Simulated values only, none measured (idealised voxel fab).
process module | voxel local oxidation
cross-section cut | 230 nm wide | cells 5 nm
A cross-section is a grid of square cells, given in bands from the top down. A band is one or more rows of cells.
Each band's line starts with the height of the band's top and of its bottom, in nm. Then come its materials from left to right, each with its width in nm. One material with "throughout" fills the band from edge to edge. "air" is empty space.
Height 0 is the level under which the wafer as received is all one material. The lowest band goes on downwards, as in "0 down".
A width such as "30 to 40" changes by the same amount from each row of cells to the next, from the band's top row to its bottom row.
"no change" after a step means that no cell of the cross-section changed.
closed voids: empty space of 8 cells or more with no open way to the top, each as width x height at its distance from the left edge, in nm
after a step's settings: what the simulator itself notes on the step
overlay nm, on a step with a mask: how far to the right of its planned place the mask lay; to the left if negative
plan
1 op RECEIVE | material Si
2 op CONFORMAL_DEP | material SiO2 | thk nm 5
3 op CONFORMAL_DEP | material SiN | thk nm 15
4 op DIRECTIONAL_DEP | material aC | thk nm 15
5 op PATTERN | tone cover | mask id ACTIVE | material resist | width nm 120 | thk nm 30 | overlay nm 0
6 op DIRECTIONAL_ETCH | etch materials aC | depth nm 15
7 op STRIP | etch materials resist
8 op DIRECTIONAL_ETCH | etch materials SiN | depth nm 15
9 op STRIP | etch materials aC
10 op SELECTIVE_ETCH | etch materials SiO2 | depth nm 5
11 op OXIDIZE | depth nm 15
12 op STRIP | etch materials SiN
as received, after step 1
  0 down: Si throughout
  closed voids: none
first wafer at the end, as planned
  5 to 0: air 60 | SiO2 110 | air 60
  0 to -15: SiO2 75 | Si 80 | SiO2 75
  -15 down: Si throughout
  closed voids: none
second wafer at the end: like start, like plan, one mistake
  5 to 0: SiO2 50 | air 130 | SiO2 50
  0 to -15: Si 35 | SiO2 160 | Si 35
  -15 down: Si throughout
  closed voids: none
what went wrong: step 5 ran as: op PATTERN | tone open | mask id ACTIVE | material resist | width nm 120 | thk nm 30 | overlay nm 0
at the end the second wafer has, in cells: 6 fewer of Si | 4 more of SiO2
